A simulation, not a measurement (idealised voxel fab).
process module | voxel transistor to metal
cross-section cut | 180 nm wide | cells 5 nm
A cross-section is a grid of square cells, given in bands from the top down. A band is one or more rows of cells.
Each band's line starts with the height of the band's top and of its bottom, in nm. Then come its materials from left to right, each with its width in nm. One material with "throughout" fills the band from edge to edge. "air" is empty space.
Height 0 is the level under which the wafer as received is all one material. The lowest band goes on downwards, as in "0 down".
A width such as "30 to 40" changes by the same amount from each row of cells to the next, from the band's top row to its bottom row.
"no change" after a step means that no cell of the cross-section changed.
closed voids: empty space of 8 cells or more with no open way to the top, each as width x height at its distance from the left edge, in nm
after a step's settings: what the simulator itself notes on the step
overlay nm, on a step with a mask: how far to the right of its planned place the mask lay; to the left if negative
plan
1 op RECEIVE | material Si
2 op OXIDIZE | depth nm 5
3 op CONFORMAL_DEP | material SiN | thk nm 10
4 op DIRECTIONAL_DEP | material aC | thk nm 15
5 op PATTERN | tone cover | mask id ACTIVE | material resist | width nm 125 | thk nm 35 | overlay nm 0
6 op DIRECTIONAL_ETCH | etch materials aC | depth nm 15
7 op STRIP | etch materials resist
8 op DIRECTIONAL_ETCH | etch materials SiN | depth nm 10
9 op DIRECTIONAL_ETCH | etch materials SiO2 | depth nm 5
10 op DIRECTIONAL_ETCH | etch materials Si | depth nm 35
11 op STRIP | etch materials aC
12 op OXIDIZE | depth nm 5
13 op FILL_DEP | material SiO2 | thk nm 5
14 op CMP | height nm 10
15 op SELECTIVE_ETCH | etch materials SiO2 | depth nm 5
16 op STRIP | etch materials SiN
17 op SELECTIVE_ETCH | etch materials SiO2 | depth nm 5
18 op OXIDIZE | depth nm 5
19 op DIRECTIONAL_DEP | material polySi | thk nm 25
20 op DIRECTIONAL_DEP | material SiCN | thk nm 15
21 op DIRECTIONAL_DEP | material aC | thk nm 10
22 op PATTERN | tone cover | mask id GATE | material resist | width nm 35 | thk nm 30 | overlay nm 0
23 op DIRECTIONAL_ETCH | etch materials aC | depth nm 10
24 op STRIP | etch materials resist
25 op DIRECTIONAL_ETCH | etch materials SiCN | depth nm 25
26 op DIRECTIONAL_ETCH | etch materials polySi | depth nm 35
27 op STRIP | etch materials aC
28 op CONFORMAL_DEP | material SiN | thk nm 5
29 op DIRECTIONAL_ETCH | etch materials SiN | depth nm 5
30 op DIRECTIONAL_ETCH | etch materials SiO2 | depth nm 5
31 op DIRECTIONAL_ETCH | etch materials Si | depth nm 5
32 op EPI | material pSi | thk nm 10
33 op FILL_DEP | material SiO2 | thk nm 10
34 op CMP | height nm 20
35 op STRIP | etch materials polySi
36 op SELECTIVE_ETCH | etch materials SiO2 | depth nm 5
37 op CONFORMAL_DEP | material HfO2 | thk nm 5
38 op CONFORMAL_DEP | material TiN | thk nm 5
39 op FILL_DEP | material W | thk nm 10
40 op CMP | height nm 15
41 op DIRECTIONAL_DEP | material SiO2 | thk nm 10
42 op MASKED_ETCH | tone open | mask id CONTACT | width nm 15 | pitch nm 90 | etch materials SiO2 | depth nm 30 | overlay nm 0
43 op CONFORMAL_DEP | material TiN | thk nm 5
44 op FILL_DEP | material W | thk nm 5
45 op CMP | height nm 25
46 op CONFORMAL_DEP | material SiN | thk nm 5
47 op DIRECTIONAL_DEP | material lowk | thk nm 20
48 op PATTERN | tone open | mask id METAL_1 | material resist | width nm 15 | pitch nm 90 | thk nm 15 | overlay nm 0
49 op DIRECTIONAL_ETCH | etch materials lowk | depth nm 20
50 op DIRECTIONAL_ETCH | etch materials SiN | depth nm 5
51 op STRIP | etch materials resist
52 op CONFORMAL_DEP | material TiN | thk nm 5
53 op FILL_DEP | material Cu | thk nm 5
54 op CMP | height nm 50
55 op EPI | material Ru | thk nm 5
56 op FILL_DEP | material SiCN | thk nm 5
first wafer, as planned
as received, after step 1
  0 down: Si throughout
  closed voids: none
after step 2
  0 to -5: SiO2 throughout
  below -5: unchanged
after step 3
  10 to 0: SiN throughout
  below 0: unchanged
after step 4
  25 to 10: aC throughout
  below 10: unchanged
after step 5
  60 to 25: air 25 | resist 125 | air 30
  below 25: unchanged
after step 6
  45 to 25: air 25 | resist 125 | air 30
  25 to 10: air 25 | aC 125 | air 30
  below 10: unchanged
after step 7
  25 to 10: air 25 | aC 125 | air 30
  below 10: unchanged
after step 8
  25 to 10: air 25 | aC 125 | air 30
  10 to 0: air 25 | SiN 125 | air 30
  below 0: unchanged
after step 9
  25 to 10: air 25 | aC 125 | air 30
  10 to 0: air 25 | SiN 125 | air 30
  0 to -5: air 25 | SiO2 125 | air 30
  below -5: unchanged
after step 10
  25 to 10: air 25 | aC 125 | air 30
  10 to 0: air 25 | SiN 125 | air 30
  0 to -5: air 25 | SiO2 125 | air 30
  -5 to -40: air 25 | Si 125 | air 30
  below -40: unchanged
after step 11
  10 to 0: air 25 | SiN 125 | air 30
  below 0: unchanged
after step 12
  10 to 0: air 25 | SiN 125 | air 30
  0 to -5: air 25 | SiO2 125 | air 30
  -5 to -40: air 25 | SiO2 5 | Si 115 | SiO2 5 | air 30
  -40 to -45: SiO2 30 | Si 115 | SiO2 35
  below -45: unchanged
after step 13
  15 to 10: SiO2 throughout
  10 to 0: SiO2 25 | SiN 125 | SiO2 30
  0 to -5: SiO2 throughout
  -5 to -45: SiO2 30 | Si 115 | SiO2 35
  below -45: unchanged
after step 14
  10 to 0: SiO2 25 | SiN 125 | SiO2 30
  below 0: unchanged
after step 15
  10 to 5: air 25 | SiN 125 | air 30
  below 5: unchanged
after step 16
  5 to 0: SiO2 25 | air 125 | SiO2 30
  below 0: unchanged
after step 17
  0 to -5: SiO2 20 | air 135 | SiO2 25
  below -5: unchanged
after step 18
  0 to -5: SiO2 20 | air 135 | SiO2 25
  -5 to -10: SiO2 throughout
  below -10: unchanged
after step 19
  25 to 20: polySi 20 | air 135 | polySi 25
  20 to 0: polySi throughout
  0 to -5: SiO2 20 | polySi 135 | SiO2 25
  below -5: unchanged
after step 20
  40 to 35: SiCN 20 | air 135 | SiCN 25
  35 to 25: SiCN throughout
  25 to 20: polySi 20 | SiCN 135 | polySi 25
  below 20: unchanged
after step 21
  50 to 45: aC 20 | air 135 | aC 25
  45 to 40: aC throughout
  40 to 35: SiCN 20 | aC 135 | SiCN 25
  below 35: unchanged
after step 22
  80 to 50: air 70 | resist 35 | air 75
  50 to 45: aC 20 | air 50 | resist 35 | air 50 | aC 25
  below 45: unchanged
after step 23
  70 to 45: air 70 | resist 35 | air 75
  45 to 40: air 70 | aC 35 | air 75
  40 to 35: SiCN 20 | air 50 | aC 35 | air 50 | SiCN 25
  below 35: unchanged
after step 24
  45 to 40: air 70 | aC 35 | air 75
  below 40: unchanged
after step 25
  45 to 35: air 70 | aC 35 | air 75
  35 to 25: air 70 | SiCN 35 | air 75
  25 to 20: polySi 20 | air 50 | SiCN 35 | air 50 | polySi 25
  below 20: unchanged
after step 26
  45 to 35: air 70 | aC 35 | air 75
  35 to 20: air 70 | SiCN 35 | air 75
  20 to 0: air 70 | polySi 35 | air 75
  0 to -5: SiO2 20 | air 50 | polySi 35 | air 50 | SiO2 25
  below -5: unchanged
after step 27
  35 to 20: air 70 | SiCN 35 | air 75
  below 20: unchanged
after step 28
  40 to 35: air 65 | SiN 45 | air 70
  35 to 20: air 65 | SiN 5 | SiCN 35 | SiN 5 | air 70
  20 to 5: air 65 | SiN 5 | polySi 35 | SiN 5 | air 70
  5 to 0: SiN 25 | air 40 | SiN 5 | polySi 35 | SiN 5 | air 40 | SiN 30
  0 to -5: SiO2 20 | SiN 50 | polySi 35 | SiN 50 | SiO2 25
  below -5: unchanged
after step 29
  35 to 20: air 65 | SiN 5 | SiCN 35 | SiN 5 | air 70
  20 to 0: air 65 | SiN 5 | polySi 35 | SiN 5 | air 70
  0 to -5: SiO2 20 | SiN 5 | air 40 | SiN 5 | polySi 35 | SiN 5 | air 40 | SiN 5 | SiO2 25
  below -5: unchanged
after step 30
  35 to 20: air 65 | SiN 5 | SiCN 35 | SiN 5 | air 70
  20 to 0: air 65 | SiN 5 | polySi 35 | SiN 5 | air 70
  0 to -5: air 20 | SiN 5 | air 40 | SiN 5 | polySi 35 | SiN 5 | air 40 | SiN 5 | air 25
  -5 to -10: SiO2 25 | air 40 | SiO2 45 | air 40 | SiO2 30
  below -10: unchanged
after step 31
  35 to 20: air 65 | SiN 5 | SiCN 35 | SiN 5 | air 70
  20 to 0: air 65 | SiN 5 | polySi 35 | SiN 5 | air 70
  0 to -5: air 20 | SiN 5 | air 40 | SiN 5 | polySi 35 | SiN 5 | air 40 | SiN 5 | air 25
  -5 to -10: SiO2 25 | air 40 | SiO2 45 | air 40 | SiO2 30
  -10 to -15: SiO2 30 | air 35 | Si 45 | air 35 | SiO2 35
  below -15: unchanged
after step 32
  35 to 20: air 65 | SiN 5 | SiCN 35 | SiN 5 | air 70
  20 to 0: air 65 | SiN 5 | polySi 35 | SiN 5 | air 70
  0 to -5: air 20 | SiN 5 | air 30 | pSi 10 | SiN 5 | polySi 35 | SiN 5 | pSi 10 | air 30 | SiN 5 | air 25
  -5 to -10: SiO2 25 | pSi 40 | SiO2 45 | pSi 40 | SiO2 30
  -10 to -15: SiO2 30 | pSi 35 | Si 45 | pSi 35 | SiO2 35
  below -15: unchanged
after step 33
  45 to 35: SiO2 throughout
  35 to 20: SiO2 65 | SiN 5 | SiCN 35 | SiN 5 | SiO2 70
  20 to 0: SiO2 65 | SiN 5 | polySi 35 | SiN 5 | SiO2 70
  0 to -5: SiO2 20 | SiN 5 | SiO2 30 | pSi 10 | SiN 5 | polySi 35 | SiN 5 | pSi 10 | SiO2 30 | SiN 5 | SiO2 25
  below -5: unchanged
after step 34
  20 to 0: SiO2 65 | SiN 5 | polySi 35 | SiN 5 | SiO2 70
  below 0: unchanged
after step 35
  20 to 0: SiO2 65 | SiN 5 | air 35 | SiN 5 | SiO2 70
  0 to -5: SiO2 20 | SiN 5 | SiO2 30 | pSi 10 | SiN 5 | air 35 | SiN 5 | pSi 10 | SiO2 30 | SiN 5 | SiO2 25
  below -5: unchanged
after step 36
  20 to 15: air 65 | SiN 5 | air 35 | SiN 5 | air 70
  15 to 0: SiO2 65 | SiN 5 | air 35 | SiN 5 | SiO2 70
  0 to -5: SiO2 20 | SiN 5 | SiO2 30 | pSi 10 | SiN 5 | air 35 | SiN 5 | pSi 10 | SiO2 30 | SiN 5 | SiO2 25
  -5 to -10: SiO2 25 | pSi 40 | air 45 | pSi 40 | SiO2 30
  below -10: unchanged
after step 37
  25 to 20: air 60 | HfO2 15 | air 25 | HfO2 15 | air 65
  20 to 15: HfO2 65 | SiN 5 | HfO2 5 | air 25 | HfO2 5 | SiN 5 | HfO2 70
  15 to 0: SiO2 65 | SiN 5 | HfO2 5 | air 25 | HfO2 5 | SiN 5 | SiO2 70
  0 to -5: SiO2 20 | SiN 5 | SiO2 30 | pSi 10 | SiN 5 | HfO2 5 | air 25 | HfO2 5 | SiN 5 | pSi 10 | SiO2 30 | SiN 5 | SiO2 25
  -5 to -10: SiO2 25 | pSi 40 | HfO2 45 | pSi 40 | SiO2 30
  below -10: unchanged
after step 38
  30 to 25: air 55 | TiN 25 | air 15 | TiN 25 | air 60
  25 to 20: TiN 60 | HfO2 15 | TiN 5 | air 15 | TiN 5 | HfO2 15 | TiN 65
  20 to 15: HfO2 65 | SiN 5 | HfO2 5 | TiN 5 | air 15 | TiN 5 | HfO2 5 | SiN 5 | HfO2 70
  15 to 0: SiO2 65 | SiN 5 | HfO2 5 | TiN 5 | air 15 | TiN 5 | HfO2 5 | SiN 5 | SiO2 70
  0 to -5: SiO2 20 | SiN 5 | SiO2 30 | pSi 10 | SiN 5 | HfO2 5 | TiN 25 | HfO2 5 | SiN 5 | pSi 10 | SiO2 30 | SiN 5 | SiO2 25
  below -5: unchanged
after step 39
  40 to 30: W throughout
  30 to 25: W 55 | TiN 25 | W 15 | TiN 25 | W 60
  25 to 20: TiN 60 | HfO2 15 | TiN 5 | W 15 | TiN 5 | HfO2 15 | TiN 65
  20 to 15: HfO2 65 | SiN 5 | HfO2 5 | TiN 5 | W 15 | TiN 5 | HfO2 5 | SiN 5 | HfO2 70
  15 to 0: SiO2 65 | SiN 5 | HfO2 5 | TiN 5 | W 15 | TiN 5 | HfO2 5 | SiN 5 | SiO2 70
  below 0: unchanged
after step 40
  15 to 0: SiO2 65 | SiN 5 | HfO2 5 | TiN 5 | W 15 | TiN 5 | HfO2 5 | SiN 5 | SiO2 70
  below 0: unchanged
after step 41
  25 to 15: SiO2 throughout
  below 15: unchanged
after step 42
  25 to 15: SiO2 35 | air 15 | SiO2 75 | air 15 | SiO2 40
  15 to 0: SiO2 35 | air 15 | SiO2 15 | SiN 5 | HfO2 5 | TiN 5 | W 15 | TiN 5 | HfO2 5 | SiN 5 | SiO2 15 | air 15 | SiO2 40
  0 to -5: SiO2 20 | SiN 5 | SiO2 10 | air 15 | SiO2 5 | pSi 10 | SiN 5 | HfO2 5 | TiN 25 | HfO2 5 | SiN 5 | pSi 10 | SiO2 5 | air 15 | SiO2 10 | SiN 5 | SiO2 25
  below -5: unchanged
after step 43
  30 to 25: TiN 40 | air 5 | TiN 85 | air 5 | TiN 45
  25 to 15: SiO2 35 | TiN 5 | air 5 | TiN 5 | SiO2 75 | TiN 5 | air 5 | TiN 5 | SiO2 40
  15 to 0: SiO2 35 | TiN 5 | air 5 | TiN 5 | SiO2 15 | SiN 5 | HfO2 5 | TiN 5 | W 15 | TiN 5 | HfO2 5 | SiN 5 | SiO2 15 | TiN 5 | air 5 | TiN 5 | SiO2 40
  0 to -5: SiO2 20 | SiN 5 | SiO2 10 | TiN 15 | SiO2 5 | pSi 10 | SiN 5 | HfO2 5 | TiN 25 | HfO2 5 | SiN 5 | pSi 10 | SiO2 5 | TiN 15 | SiO2 10 | SiN 5 | SiO2 25
  below -5: unchanged
after step 44
  35 to 30: W throughout
  30 to 25: TiN 40 | W 5 | TiN 85 | W 5 | TiN 45
  25 to 15: SiO2 35 | TiN 5 | W 5 | TiN 5 | SiO2 75 | TiN 5 | W 5 | TiN 5 | SiO2 40
  15 to 0: SiO2 35 | TiN 5 | W 5 | TiN 5 | SiO2 15 | SiN 5 | HfO2 5 | TiN 5 | W 15 | TiN 5 | HfO2 5 | SiN 5 | SiO2 15 | TiN 5 | W 5 | TiN 5 | SiO2 40
  below 0: unchanged
after step 45
  25 to 15: SiO2 35 | TiN 5 | W 5 | TiN 5 | SiO2 75 | TiN 5 | W 5 | TiN 5 | SiO2 40
  below 15: unchanged
after step 46
  30 to 25: SiN throughout
  below 25: unchanged
after step 47
  50 to 30: lowk throughout
  below 30: unchanged
after step 48
  65 to 50: resist 35 | air 15 | resist 75 | air 15 | resist 40
  below 50: unchanged
after step 49
  65 to 50: resist 35 | air 15 | resist 75 | air 15 | resist 40
  50 to 30: lowk 35 | air 15 | lowk 75 | air 15 | lowk 40
  below 30: unchanged
after step 50
  65 to 50: resist 35 | air 15 | resist 75 | air 15 | resist 40
  50 to 30: lowk 35 | air 15 | lowk 75 | air 15 | lowk 40
  30 to 25: SiN 35 | air 15 | SiN 75 | air 15 | SiN 40
  below 25: unchanged
after step 51
  50 to 30: lowk 35 | air 15 | lowk 75 | air 15 | lowk 40
  below 30: unchanged
after step 52
  55 to 50: TiN 40 | air 5 | TiN 85 | air 5 | TiN 45
  50 to 30: lowk 35 | TiN 5 | air 5 | TiN 5 | lowk 75 | TiN 5 | air 5 | TiN 5 | lowk 40
  30 to 25: SiN 35 | TiN 15 | SiN 75 | TiN 15 | SiN 40
  below 25: unchanged
after step 53
  60 to 55: Cu throughout
  55 to 50: TiN 40 | Cu 5 | TiN 85 | Cu 5 | TiN 45
  50 to 30: lowk 35 | TiN 5 | Cu 5 | TiN 5 | lowk 75 | TiN 5 | Cu 5 | TiN 5 | lowk 40
  below 30: unchanged
after step 54
  50 to 30: lowk 35 | TiN 5 | Cu 5 | TiN 5 | lowk 75 | TiN 5 | Cu 5 | TiN 5 | lowk 40
  below 30: unchanged
after step 55
  55 to 50: air 30 | Ru 25 | air 65 | Ru 25 | air 35
  below 50: unchanged
after step 56
  60 to 55: SiCN throughout
  55 to 50: SiCN 30 | Ru 25 | SiCN 65 | Ru 25 | SiCN 35
  below 50: unchanged
second wafer: like start, like plan, one mistake. Through step 36 it matches the first wafer
when step 37 should have ended: no change
when step 38 should have ended
  25 to 20: air 60 | TiN 15 | air 25 | TiN 15 | air 65
  20 to 15: TiN 65 | SiN 5 | TiN 5 | air 25 | TiN 5 | SiN 5 | TiN 70
  15 to 0: SiO2 65 | SiN 5 | TiN 5 | air 25 | TiN 5 | SiN 5 | SiO2 70
  0 to -5: SiO2 20 | SiN 5 | SiO2 30 | pSi 10 | SiN 5 | TiN 5 | air 25 | TiN 5 | SiN 5 | pSi 10 | SiO2 30 | SiN 5 | SiO2 25
  -5 to -10: SiO2 25 | pSi 40 | TiN 45 | pSi 40 | SiO2 30
  below -10: unchanged
when step 39 should have ended
  35 to 25: W throughout
  25 to 20: W 60 | TiN 15 | W 25 | TiN 15 | W 65
  20 to 15: TiN 65 | SiN 5 | TiN 5 | W 25 | TiN 5 | SiN 5 | TiN 70
  15 to 0: SiO2 65 | SiN 5 | TiN 5 | W 25 | TiN 5 | SiN 5 | SiO2 70
  0 to -5: SiO2 20 | SiN 5 | SiO2 30 | pSi 10 | SiN 5 | TiN 5 | W 25 | TiN 5 | SiN 5 | pSi 10 | SiO2 30 | SiN 5 | SiO2 25
  below -5: unchanged
when step 40 should have ended
  15 to 0: SiO2 65 | SiN 5 | TiN 5 | W 25 | TiN 5 | SiN 5 | SiO2 70
  below 0: unchanged
when step 41 should have ended
  25 to 15: SiO2 throughout
  below 15: unchanged
when step 42 should have ended
  25 to 15: SiO2 35 | air 15 | SiO2 75 | air 15 | SiO2 40
  15 to 0: SiO2 35 | air 15 | SiO2 15 | SiN 5 | TiN 5 | W 25 | TiN 5 | SiN 5 | SiO2 15 | air 15 | SiO2 40
  0 to -5: SiO2 20 | SiN 5 | SiO2 10 | air 15 | SiO2 5 | pSi 10 | SiN 5 | TiN 5 | W 25 | TiN 5 | SiN 5 | pSi 10 | SiO2 5 | air 15 | SiO2 10 | SiN 5 | SiO2 25
  below -5: unchanged
when step 43 should have ended
  30 to 25: TiN 40 | air 5 | TiN 85 | air 5 | TiN 45
  25 to 15: SiO2 35 | TiN 5 | air 5 | TiN 5 | SiO2 75 | TiN 5 | air 5 | TiN 5 | SiO2 40
  15 to 0: SiO2 35 | TiN 5 | air 5 | TiN 5 | SiO2 15 | SiN 5 | TiN 5 | W 25 | TiN 5 | SiN 5 | SiO2 15 | TiN 5 | air 5 | TiN 5 | SiO2 40
  0 to -5: SiO2 20 | SiN 5 | SiO2 10 | TiN 15 | SiO2 5 | pSi 10 | SiN 5 | TiN 5 | W 25 | TiN 5 | SiN 5 | pSi 10 | SiO2 5 | TiN 15 | SiO2 10 | SiN 5 | SiO2 25
  below -5: unchanged
when step 44 should have ended
  35 to 30: W throughout
  30 to 25: TiN 40 | W 5 | TiN 85 | W 5 | TiN 45
  25 to 15: SiO2 35 | TiN 5 | W 5 | TiN 5 | SiO2 75 | TiN 5 | W 5 | TiN 5 | SiO2 40
  15 to 0: SiO2 35 | TiN 5 | W 5 | TiN 5 | SiO2 15 | SiN 5 | TiN 5 | W 25 | TiN 5 | SiN 5 | SiO2 15 | TiN 5 | W 5 | TiN 5 | SiO2 40
  below 0: unchanged
when step 45 should have ended
  25 to 15: SiO2 35 | TiN 5 | W 5 | TiN 5 | SiO2 75 | TiN 5 | W 5 | TiN 5 | SiO2 40
  below 15: unchanged
when step 46 should have ended
  30 to 25: SiN throughout
  below 25: unchanged
when step 47 should have ended
  50 to 30: lowk throughout
  below 30: unchanged
when step 48 should have ended
  65 to 50: resist 35 | air 15 | resist 75 | air 15 | resist 40
  below 50: unchanged
when step 49 should have ended
  65 to 50: resist 35 | air 15 | resist 75 | air 15 | resist 40
  50 to 30: lowk 35 | air 15 | lowk 75 | air 15 | lowk 40
  below 30: unchanged
when step 50 should have ended
  65 to 50: resist 35 | air 15 | resist 75 | air 15 | resist 40
  50 to 30: lowk 35 | air 15 | lowk 75 | air 15 | lowk 40
  30 to 25: SiN 35 | air 15 | SiN 75 | air 15 | SiN 40
  below 25: unchanged
when step 51 should have ended
  50 to 30: lowk 35 | air 15 | lowk 75 | air 15 | lowk 40
  below 30: unchanged
when step 52 should have ended
  55 to 50: TiN 40 | air 5 | TiN 85 | air 5 | TiN 45
  50 to 30: lowk 35 | TiN 5 | air 5 | TiN 5 | lowk 75 | TiN 5 | air 5 | TiN 5 | lowk 40
  30 to 25: SiN 35 | TiN 15 | SiN 75 | TiN 15 | SiN 40
  below 25: unchanged
when step 53 should have ended
  60 to 55: Cu throughout
  55 to 50: TiN 40 | Cu 5 | TiN 85 | Cu 5 | TiN 45
  50 to 30: lowk 35 | TiN 5 | Cu 5 | TiN 5 | lowk 75 | TiN 5 | Cu 5 | TiN 5 | lowk 40
  below 30: unchanged
when step 54 should have ended
  50 to 30: lowk 35 | TiN 5 | Cu 5 | TiN 5 | lowk 75 | TiN 5 | Cu 5 | TiN 5 | lowk 40
  below 30: unchanged
when step 55 should have ended
  55 to 50: air 30 | Ru 25 | air 65 | Ru 25 | air 35
  below 50: unchanged
when step 56 should have ended
  60 to 55: SiCN throughout
  55 to 50: SiCN 30 | Ru 25 | SiCN 65 | Ru 25 | SiCN 35
  below 50: unchanged
what went wrong: step 37 was left out
at the end the second wafer has, in cells: 17 fewer of HfO2 | 6 more of TiN | 11 more of W
